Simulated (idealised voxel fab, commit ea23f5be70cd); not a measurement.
This is a process module. Its name is voxel trench capacitor.
Pictured: cross-section cut, 140 nm wide, on a grid of 5 nm square cells.
Cross-section format: a grid of square cells, given as bands from top to bottom; each band is one or more rows of cells. Heads up on the band format: heights come first, top then bottom, in nm. After that it's the materials left to right, each with its width in nm. A single material flagged "full width" fills the whole band edge to edge, and "blank" means there's empty space there. Heights are reckoned from 0. Under this level, the received wafer is all of one material. The bottommost band is open-ended downward, for example "from 0 down". You'd read "30..40" like this: the band's top row of cells is as wide as the first number, its bottom row is as wide as the second, and going down, every row changes width by the same amount as the row before did. Where a step carries "left unchanged", the cross-section came out of it unchanged, cell for cell. "Voids lacking openings" - sealed voids, min. 8 cells, no opening to top; format: width x height at distance (distance from left edge; nm throughout). Whatever follows a step's settings on its line is a remark the simulator itself makes about that step. The setting "overlay nm" may be written on the line of a step. When the step uses a mask, the value reports how far to the right of the planned place the mask lay, and a negative value reports that it lay to the left.
## The planned process steps are enumerated hereunder
1: RECEIVE | material Si
2: CONFORMAL_DEP | material SiN | thk nm 10
3: MASKED_ETCH | tone open | mask id TRENCH | width nm 20 | pitch nm 35 | etch materials SiN | depth nm 10 | overlay nm -15
4: MASKED_ETCH | tone open | mask id TRENCH | width nm 20 | pitch nm 35 | etch materials Si | depth nm 35 | overlay nm 0
5: CONFORMAL_DEP | material Al2O3 | thk nm 5
6: FILL_DEP | material polySi | thk nm 5
7: CMP | height nm 10
varied across the wafers: overlay nm of step 3. The plan shows the first wafer's value. All wafers start alike
## As-received state after step 1, first of several wafers, cross-section
  from 0 down = Si full width
  Voids lacking openings: none
## Cross-section after step 7, the final step of the module, for the first of several wafers
  from 10 to 5 = 25 nm SiN, then 5 nm Al2O3, then 10 nm polySi, then 5 nm Al2O3, then 15 nm SiN, then 5 nm Al2O3, then 10 nm polySi, then 5 nm Al2O3, then 60 nm SiN
  from 5 to 0 = 25 nm SiN, then 20 nm Al2O3, then 15 nm SiN, then 20 nm Al2O3, then 60 nm SiN
  from 0 to -35 = 40 nm Si, then 5 nm Al2O3, then 30 nm Si, then 5 nm Al2O3, then 60 nm Si
  from -35 down = Si full width
  Voids lacking openings: none
## Final wafer cross-section at module end
  from 10 to 5 = 55 nm SiN, then 5 nm Al2O3, then 10 nm polySi, then 5 nm Al2O3, then 15 nm SiN, then 5 nm Al2O3, then 10 nm polySi, then 5 nm Al2O3, then 30 nm SiN
  from 5 to 0 = 55 nm SiN, then 20 nm Al2O3, then 15 nm SiN, then 20 nm Al2O3, then 30 nm SiN
  from 0 to -35 = 55 nm Si, then 5 nm Al2O3, then 30 nm Si, then 5 nm Al2O3, then 45 nm Si
  from -35 down = Si full width
  Voids lacking openings: none
## The rows of the table below are wafers. Looking at the end of the module, a row counts, for every material, the cells the wafer has gained, shown as (+), or lost, shown as (-), since it was received; its closed voids come next
overlay nm -15; +26 Al2O3; -14 Si; +40 SiN; +4 polySi; Voids lacking openings: none
overlay nm -10; +40 Al2O3; -28 Si; +40 SiN; +4 polySi; Voids lacking openings: none
overlay nm -5; +40 Al2O3; -42 Si; +40 SiN; +18 polySi; Voids lacking openings: none
overlay nm 0; +40 Al2O3; -56 Si; +40 SiN; +32 polySi; Voids lacking openings: none
overlay nm 5; +40 Al2O3; -42 Si; +40 SiN; +18 polySi; Voids lacking openings: none
overlay nm 10; +40 Al2O3; -28 Si; +40 SiN; +4 polySi; Voids lacking openings: none
overlay nm 15; +26 Al2O3; -14 Si; +40 SiN; +4 polySi; Voids lacking openings: none
